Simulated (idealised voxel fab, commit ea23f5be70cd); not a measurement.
The following process module bears the name voxel transistor to metal.
The width of the displayed cross-section, cut, is 280 nm; its cells are square, with a size of 5 nm.
Reading order for cross-sections: top band down to bottom band. Underlying form: a grid of square cells. Band size: one or more rows of cells.
Each band's line starts with the height of the band's top and of its bottom, in nm. Then come its materials from left to right, each with its width in nm. One material with "everywhere" fills the band from edge to edge. "empty" is empty space.
The level at which height equals 0 is the one under which the wafer, as it arrives, is entirely one material. No lower edge exists for the bottom band, which continues downward and is notated as in "0 and below".
You'd read "30->40" like this: the band's top row of cells is as wide as the first number, its bottom row is as wide as the second, and going down, every row changes width by the same amount as the row before did.
Step note "everything unchanged" = no cross-section cell changed.
You'll see "Sealed void listing" listing empty spaces that have no way open to the top, as long as they're 8 cells or more; the notation is width x height at distance, where the distance is from the left edge, and all of it is in nm.
Whatever follows a step's settings on its line is a remark the simulator itself makes about that step.
What "overlay nm" on a step's line means: if the step has a mask, that mask lay this far to the right of its planned place, or, when the value is negative, to the left.

-- plan
- 1: RECEIVE, material Si
- 2: OXIDIZE, depth nm 5
- 3: CONFORMAL_DEP, material SiN, thk nm 10
- 4: PATTERN, tone cover, mask id ACTIVE, material resist, width nm 110, pitch nm 130, thk nm 15, overlay nm 0
- 5: DIRECTIONAL_ETCH, etch materials SiN, depth nm 10
- 6: DIRECTIONAL_ETCH, etch materials SiO2, depth nm 5
- 7: DIRECTIONAL_ETCH, etch materials Si, depth nm 35
- 8: STRIP, etch materials resist
- 9: FILL_DEP, material SiO2, thk nm 10
- 10: CMP, height nm 10
- 11: SELECTIVE_ETCH, etch materials SiO2, depth nm 10
- 12: STRIP, etch materials SiN
- 13: SELECTIVE_ETCH, etch materials SiO2, depth nm 5
- 14: OXIDIZE, depth nm 5
- 15: DIRECTIONAL_DEP, material polySi, thk nm 25
- 16: DIRECTIONAL_DEP, material SiCN, thk nm 15
- 17: MASKED_ETCH, tone cover, mask id GATE, width nm 30, pitch nm 130, etch materials SiCN, depth nm 25, overlay nm 0
- 18: MASKED_ETCH, tone cover, mask id GATE, width nm 30, pitch nm 130, etch materials polySi, depth nm 35, overlay nm 0
- 19: CONFORMAL_DEP, material SiN, thk nm 10
- 20: DIRECTIONAL_ETCH, etch materials SiN, depth nm 10
- 21: DIRECTIONAL_ETCH, etch materials SiO2, depth nm 5
- 22: DIRECTIONAL_ETCH, etch materials Si, depth nm 5
- 23: EPI, material nSi, thk nm 5
- 24: FILL_DEP, material SiO2, thk nm 5
- 25: CMP, height nm 20
- 26: STRIP, etch materials polySi
- 27: SELECTIVE_ETCH, etch materials SiO2, depth nm 5
- 28: CONFORMAL_DEP, material HfO2, thk nm 5
- 29: CONFORMAL_DEP, material TiN, thk nm 5
- 30: FILL_DEP, material W, thk nm 5
- 31: CMP, height nm 15
- 32: DIRECTIONAL_DEP, material SiO2, thk nm 10
- 33: PATTERN, tone open, mask id CONTACT, material resist, width nm 15, thk nm 15, overlay nm 0
- 34: DIRECTIONAL_ETCH, etch materials SiO2, depth nm 35
- 35: STRIP, etch materials resist
- 36: CONFORMAL_DEP, material TiN, thk nm 5
- 37: FILL_DEP, material W, thk nm 10
- 38: CMP, height nm 25
- 39: CONFORMAL_DEP, material SiCN, thk nm 5
- 40: DIRECTIONAL_DEP, material lowk, thk nm 25
- 41: PATTERN, tone open, mask id METAL_1, material resist, width nm 15, thk nm 15, overlay nm 0
- 42: DIRECTIONAL_ETCH, etch materials lowk, depth nm 25
- 43: DIRECTIONAL_ETCH, etch materials SiCN, depth nm 5
- 44: STRIP, etch materials resist
- 45: CONFORMAL_DEP, material TiN, thk nm 5
- 46: FILL_DEP, material Ru, thk nm 5
- 47: CMP, height nm 55
- 48: CONFORMAL_DEP, material SiCN, thk nm 5

-- Wafer at receipt (post step 1), cross-section
  0 and below  Si everywhere
  Sealed void listing: none

-- The module was run from the start shown above using the plan shown above, but one mistake was made doing it; the resulting wafer cross-section is below
  60 down to 55  SiCN everywhere
  55 down to 30  30 lowk; 5 TiN; 5 Ru; 5 TiN; 60 lowk; 5 TiN; 5 Ru; 5 TiN; 40 lowk; 5 TiN; 5 Ru; 5 TiN; 60 lowk; 5 TiN; 5 Ru; 5 TiN; 30 lowk
  30 down to 25  30 SiCN; 15 TiN; 60 SiCN; 15 TiN; 40 SiCN; 15 TiN; 60 SiCN; 15 TiN; 30 SiCN
  25 down to 15  25 SiO2; 5 TiN; 15 W; 5 TiN; 50 SiO2; 5 TiN; 15 W; 5 TiN; 30 SiO2; 5 TiN; 15 W; 5 TiN; 50 SiO2; 5 TiN; 15 W; 5 TiN; 25 SiO2
  15 down to 0  25 SiO2; 5 TiN; 15 W; 5 TiN; 10 SiN; 5 HfO2; 5 TiN; 10 W; 5 TiN; 5 HfO2; 10 SiN; 5 TiN; 15 W; 5 TiN; 30 SiO2; 5 TiN; 15 W; 5 TiN; 10 SiN; 5 HfO2; 5 TiN; 10 W; 5 TiN; 5 HfO2; 10 SiN; 5 TiN; 15 W; 5 TiN; 25 SiO2
  0 down to -5  25 SiO2; 5 TiN; 10 W; 10 TiN; 10 SiN; 5 HfO2; 20 TiN; 5 HfO2; 10 SiN; 10 TiN; 10 W; 5 TiN; 30 SiO2; 5 TiN; 10 W; 10 TiN; 10 SiN; 5 HfO2; 20 TiN; 5 HfO2; 10 SiN; 10 TiN; 10 W; 5 TiN; 25 SiO2
  -5 down to -10  25 SiO2; 20 TiN; 5 nSi; 5 SiO2; 40 HfO2; 5 SiO2; 5 nSi; 20 TiN; 30 SiO2; 20 TiN; 5 nSi; 5 SiO2; 40 HfO2; 5 SiO2; 5 nSi; 20 TiN; 25 SiO2
  -10 down to -15  20 SiO2; 30 nSi; 50 Si; 30 nSi; 20 SiO2; 30 nSi; 50 Si; 30 nSi; 20 SiO2
  -15 down to -40  20 SiO2; 110 Si; 20 SiO2; 110 Si; 20 SiO2
  -40 and below  Si everywhere
  Sealed void listing: none
Want to know what went wrong? in deviation from the planned setting, step 33 was conducted as PATTERN, tone open, mask id CONTACT, material resist, width nm 25, thk nm 15, overlay nm 0
